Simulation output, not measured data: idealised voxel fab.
process module | voxel fin reveal
cross-section cut | 165 nm wide | cells 5 nm
A cross-section is a grid of square cells, given in bands from the top down. A band is one or more rows of cells.
Each band's line starts with the height of the band's top and of its bottom, in nm. Then come its materials from left to right, each with its width in nm. One material with "throughout" fills the band from edge to edge. "air" is empty space.
Height 0 is the level under which the wafer as received is all one material. The lowest band goes on downwards, as in "0 down".
A width such as "30 to 40" changes by the same amount from each row of cells to the next, from the band's top row to its bottom row.
"no change" after a step means that no cell of the cross-section changed.
closed voids: empty space of 8 cells or more with no open way to the top, each as width x height at its distance from the left edge, in nm
after a step's settings: what the simulator itself notes on the step
overlay nm, on a step with a mask: how far to the right of its planned place the mask lay; to the left if negative
plan
1 op RECEIVE | material Si
2 op CONFORMAL_DEP | material SiN | thk nm 5
3 op MASKED_ETCH | tone cover | mask id FINS | width nm 15 | pitch nm 40 | etch materials SiN | depth nm 5 | overlay nm 0
4 op MASKED_ETCH | tone cover | mask id FINS | width nm 15 | pitch nm 40 | etch materials Si | depth nm 40 | overlay nm 0
5 op OXIDIZE | depth nm 5
6 op FILL_DEP | material SiO2 | thk nm 10
7 op CMP | height nm 5
8 op SELECTIVE_ETCH | etch materials SiO2 | depth nm 25
9 op STRIP | etch materials SiN
10 op CONFORMAL_DEP | material SiO2 | thk nm 5
as received, after step 1
  0 down: Si throughout
  closed voids: none
a wafer at the end: this start, this plan, one mistake
  5 to 0: air 55 | SiO2 15 | air 25 | SiO2 15 | air 55
  0 to -40: air 55 | SiO2 5 | Si 5 | SiO2 5 | air 25 | SiO2 5 | Si 5 | SiO2 5 | air 55
  -40 to -45: SiO2 60 | Si 5 | SiO2 35 | Si 5 | SiO2 60
  -45 down: Si throughout
  closed voids: none
what went wrong: step 8 was run twice
